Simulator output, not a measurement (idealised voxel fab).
process module | voxel fin reveal
Cross-section cut: width 160 nm, square cells of 5 nm.
Reading order for cross-sections: top band down to bottom band. Underlying form: a grid of square cells. Band size: one or more rows of cells. Band: top and bottom heights (nm) first, top before bottom; then materials from left to right, widths in nm. "full width" marks a sole material filling the band edge to edge. "air" denotes empty space. Basically, 0 is our baseline, since under it the wafer straight out of the box is all one material. The bottom band has no lower end and keeps on going down, so it looks like "top 0, no bottom". Per-row width for "30 to 40": begins at first number (top row of band), ends at second number (bottom row), increment between rows held constant. No cell of the cross-section changed in a step that is given as "stayed the same". If an empty space has no open way to the top and is at least 8 cells in size, "Enclosed void list" lists it, written width x height at distance, where distance is measured from the left edge and every value is in nm. after a step's settings: what the simulator itself notes on the step. "overlay nm" denotes, for a step that has a mask, the displacement of the mask to the right of its planned place, with negative values corresponding to the left.

Process steps foreseen in the plan:
1. RECEIVE with material Si
2. CONFORMAL_DEP with material SiN, thk nm 5
3. DIRECTIONAL_DEP with material aC, thk nm 15
4. PATTERN with tone cover, mask id FINS, material resist, width nm 15, pitch nm 35, thk nm 35, overlay nm 0
5. DIRECTIONAL_ETCH with etch materials aC, depth nm 15
6. STRIP with etch materials resist
7. DIRECTIONAL_ETCH with etch materials SiN, depth nm 5
8. DIRECTIONAL_ETCH with etch materials Si, depth nm 30
9. STRIP with etch materials aC
10. OXIDIZE with depth nm 5
11. FILL_DEP with material SiO2, thk nm 10
12. CMP with height nm 5
13. SELECTIVE_ETCH with etch materials SiO2, depth nm 15
14. STRIP with etch materials SiN
15. CONFORMAL_DEP with material SiO2, thk nm 5

Below: the first of two wafers, run as planned:

Cross-sectional view of the wafer in its as-received condition, corresponding to the state after step 1:
- top 0, no bottom = Si full width
- Enclosed void list: none

The following cross-section depicts the wafer upon completion of step 2:
- top 5, bottom 0 = SiN full width
- Whatever lies below 0 is exactly as it was before.

The following cross-section depicts the wafer upon completion of step 3:
- top 20, bottom 5 = aC full width
- Whatever lies below 5 is exactly as it was before.

The following cross-section depicts the wafer upon completion of step 4:
- top 55, bottom 20 = 20 of air  15 of resist  20 of air  15 of resist  20 of air  15 of resist  20 of air  15 of resist  20 of air
- Whatever lies below 20 is exactly as it was before.

The following cross-section depicts the wafer upon completion of step 5:
- top 40, bottom 20 = 20 of air  15 of resist  20 of air  15 of resist  20 of air  15 of resist  20 of air  15 of resist  20 of air
- top 20, bottom 5 = 20 of air  15 of aC  20 of air  15 of aC  20 of air  15 of aC  20 of air  15 of aC  20 of air
- Whatever lies below 5 is exactly as it was before.

The following cross-section depicts the wafer upon completion of step 6:
- top 20, bottom 5 = 20 of air  15 of aC  20 of air  15 of aC  20 of air  15 of aC  20 of air  15 of aC  20 of air
- Whatever lies below 5 is exactly as it was before.

The following cross-section depicts the wafer upon completion of step 7:
- top 20, bottom 5 = 20 of air  15 of aC  20 of air  15 of aC  20 of air  15 of aC  20 of air  15 of aC  20 of air
- top 5, bottom 0 = 20 of air  15 of SiN  20 of air  15 of SiN  20 of air  15 of SiN  20 of air  15 of SiN  20 of air
- Whatever lies below 0 is exactly as it was before.

The following cross-section depicts the wafer upon completion of step 8:
- top 20, bottom 5 = 20 of air  15 of aC  20 of air  15 of aC  20 of air  15 of aC  20 of air  15 of aC  20 of air
- top 5, bottom 0 = 20 of air  15 of SiN  20 of air  15 of SiN  20 of air  15 of SiN  20 of air  15 of SiN  20 of air
- top 0, bottom -30 = 20 of air  15 of Si  20 of air  15 of Si  20 of air  15 of Si  20 of air  15 of Si  20 of air
- Whatever lies below -30 is exactly as it was before.

The following cross-section depicts the wafer upon completion of step 9:
- top 5, bottom 0 = 20 of air  15 of SiN  20 of air  15 of SiN  20 of air  15 of SiN  20 of air  15 of SiN  20 of air
- Whatever lies below 0 is exactly as it was before.

The following cross-section depicts the wafer upon completion of step 10:
- top 5, bottom 0 = 20 of air  15 of SiN  20 of air  15 of SiN  20 of air  15 of SiN  20 of air  15 of SiN  20 of air
- top 0, bottom -30 = 20 of air  5 of SiO2  5 of Si  5 of SiO2  20 of air  5 of SiO2  5 of Si  5 of SiO2  20 of air  5 of SiO2  5 of Si  5 of SiO2  20 of air  5 of SiO2  5 of Si  5 of SiO2  20 of air
- top -30, bottom -35 = 25 of SiO2  5 of Si  30 of SiO2  5 of Si  30 of SiO2  5 of Si  30 of SiO2  5 of Si  25 of SiO2
- Whatever lies below -35 is exactly as it was before.

The following cross-section depicts the wafer upon completion of step 11:
- top 15, bottom 5 = SiO2 full width
- top 5, bottom 0 = 20 of SiO2  15 of SiN  20 of SiO2  15 of SiN  20 of SiO2  15 of SiN  20 of SiO2  15 of SiN  20 of SiO2
- top 0, bottom -35 = 25 of SiO2  5 of Si  30 of SiO2  5 of Si  30 of SiO2  5 of Si  30 of SiO2  5 of Si  25 of SiO2
- Whatever lies below -35 is exactly as it was before.

The following cross-section depicts the wafer upon completion of step 12:
- top 5, bottom 0 = 20 of SiO2  15 of SiN  20 of SiO2  15 of SiN  20 of SiO2  15 of SiN  20 of SiO2  15 of SiN  20 of SiO2
- Whatever lies below 0 is exactly as it was before.

The following cross-section depicts the wafer upon completion of step 13:
- top 5, bottom 0 = 20 of air  15 of SiN  20 of air  15 of SiN  20 of air  15 of SiN  20 of air  15 of SiN  20 of air
- top 0, bottom -10 = 25 of air  5 of Si  30 of air  5 of Si  30 of air  5 of Si  30 of air  5 of Si  25 of air
- Whatever lies below -10 is exactly as it was before.

The following cross-section depicts the wafer upon completion of step 14:
- top 0, bottom -10 = 25 of air  5 of Si  30 of air  5 of Si  30 of air  5 of Si  30 of air  5 of Si  25 of air
- Whatever lies below -10 is exactly as it was before.

The following cross-section depicts the wafer upon completion of step 15:
- top 5, bottom 0 = 20 of air  15 of SiO2  20 of air  15 of SiO2  20 of air  15 of SiO2  20 of air  15 of SiO2  20 of air
- top 0, bottom -5 = 20 of air  5 of SiO2  5 of Si  5 of SiO2  20 of air  5 of SiO2  5 of Si  5 of SiO2  20 of air  5 of SiO2  5 of Si  5 of SiO2  20 of air  5 of SiO2  5 of Si  5 of SiO2  20 of air
- top -5, bottom -35 = 25 of SiO2  5 of Si  30 of SiO2  5 of Si  30 of SiO2  5 of Si  30 of SiO2  5 of Si  25 of SiO2
- Whatever lies below -35 is exactly as it was before.

The second wafer: identical to the first at the outset and in its planned sequence, differing only in that one mistake was made during processing; up to and including step 3, its path is the first wafer's path:

Cross-section of the second wafer at the time by which step 4 should have been completed according to the plan:
- top 55, bottom 20 = 20 of air  20 of resist  15 of air  20 of resist  15 of air  20 of resist  15 of air  20 of resist  15 of air
- Whatever lies below 20 is exactly as it was before.

Cross-section of the second wafer at the time by which step 5 should have been completed according to the plan:
- top 40, bottom 20 = 20 of air  20 of resist  15 of air  20 of resist  15 of air  20 of resist  15 of air  20 of resist  15 of air
- top 20, bottom 5 = 20 of air  20 of aC  15 of air  20 of aC  15 of air  20 of aC  15 of air  20 of aC  15 of air
- Whatever lies below 5 is exactly as it was before.

Cross-section of the second wafer at the time by which step 6 should have been completed according to the plan:
- top 20, bottom 5 = 20 of air  20 of aC  15 of air  20 of aC  15 of air  20 of aC  15 of air  20 of aC  15 of air
- Whatever lies below 5 is exactly as it was before.

Cross-section of the second wafer at the time by which step 7 should have been completed according to the plan:
- top 20, bottom 5 = 20 of air  20 of aC  15 of air  20 of aC  15 of air  20 of aC  15 of air  20 of aC  15 of air
- top 5, bottom 0 = 20 of air  20 of SiN  15 of air  20 of SiN  15 of air  20 of SiN  15 of air  20 of SiN  15 of air
- Whatever lies below 0 is exactly as it was before.

Cross-section of the second wafer at the time by which step 8 should have been completed according to the plan:
- top 20, bottom 5 = 20 of air  20 of aC  15 of air  20 of aC  15 of air  20 of aC  15 of air  20 of aC  15 of air
- top 5, bottom 0 = 20 of air  20 of SiN  15 of air  20 of SiN  15 of air  20 of SiN  15 of air  20 of SiN  15 of air
- top 0, bottom -30 = 20 of air  20 of Si  15 of air  20 of Si  15 of air  20 of Si  15 of air  20 of Si  15 of air
- Whatever lies below -30 is exactly as it was before.

Cross-section of the second wafer at the time by which step 9 should have been completed according to the plan:
- top 5, bottom 0 = 20 of air  20 of SiN  15 of air  20 of SiN  15 of air  20 of SiN  15 of air  20 of SiN  15 of air
- Whatever lies below 0 is exactly as it was before.

Cross-section of the second wafer at the time by which step 10 should have been completed according to the plan:
- top 5, bottom 0 = 20 of air  20 of SiN  15 of air  20 of SiN  15 of air  20 of SiN  15 of air  20 of SiN  15 of air
- top 0, bottom -30 = 20 of air  5 of SiO2  10 of Si  5 of SiO2  15 of air  5 of SiO2  10 of Si  5 of SiO2  15 of air  5 of SiO2  10 of Si  5 of SiO2  15 of air  5 of SiO2  10 of Si  5 of SiO2  15 of air
- top -30, bottom -35 = 25 of SiO2  10 of Si  25 of SiO2  10 of Si  25 of SiO2  10 of Si  25 of SiO2  10 of Si  20 of SiO2
- Whatever lies below -35 is exactly as it was before.

Cross-section of the second wafer at the time by which step 11 should have been completed according to the plan:
- top 15, bottom 5 = SiO2 full width
- top 5, bottom 0 = 20 of SiO2  20 of SiN  15 of SiO2  20 of SiN  15 of SiO2  20 of SiN  15 of SiO2  20 of SiN  15 of SiO2
- top 0, bottom -35 = 25 of SiO2  10 of Si  25 of SiO2  10 of Si  25 of SiO2  10 of Si  25 of SiO2  10 of Si  20 of SiO2
- Whatever lies below -35 is exactly as it was before.

Cross-section of the second wafer at the time by which step 12 should have been completed according to the plan:
- top 5, bottom 0 = 20 of SiO2  20 of SiN  15 of SiO2  20 of SiN  15 of SiO2  20 of SiN  15 of SiO2  20 of SiN  15 of SiO2
- Whatever lies below 0 is exactly as it was before.

Cross-section of the second wafer at the time by which step 13 should have been completed according to the plan:
- top 5, bottom 0 = 20 of air  20 of SiN  15 of air  20 of SiN  15 of air  20 of SiN  15 of air  20 of SiN  15 of air
- top 0, bottom -10 = 25 of air  10 of Si  25 of air  10 of Si  25 of air  10 of Si  25 of air  10 of Si  20 of air
- Whatever lies below -10 is exactly as it was before.

Cross-section of the second wafer at the time by which step 14 should have been completed according to the plan:
- top 0, bottom -10 = 25 of air  10 of Si  25 of air  10 of Si  25 of air  10 of Si  25 of air  10 of Si  20 of air
- Whatever lies below -10 is exactly as it was before.

Cross-section of the second wafer at the time by which step 15 should have been completed according to the plan:
- top 5, bottom 0 = 20 of air  20 of SiO2  15 of air  20 of SiO2  15 of air  20 of SiO2  15 of air  20 of SiO2  15 of air
- top 0, bottom -5 = 20 of air  5 of SiO2  10 of Si  5 of SiO2  15 of air  5 of SiO2  10 of Si  5 of SiO2  15 of air  5 of SiO2  10 of Si  5 of SiO2  15 of air  5 of SiO2  10 of Si  5 of SiO2  15 of air
- top -5, bottom -35 = 25 of SiO2  10 of Si  25 of SiO2  10 of Si  25 of SiO2  10 of Si  25 of SiO2  10 of Si  20 of SiO2
- Whatever lies below -35 is exactly as it was before.
What broke from the plan during processing? step 4 ran with different settings than intended, the actual operation and settings being PATTERN with tone cover, mask id FINS, material resist, width nm 20, pitch nm 35, thk nm 35, overlay nm 0
The closing comparison, in cells, has the second wafer with more or fewer of some materials than the first: Si +28, SiO2 -20
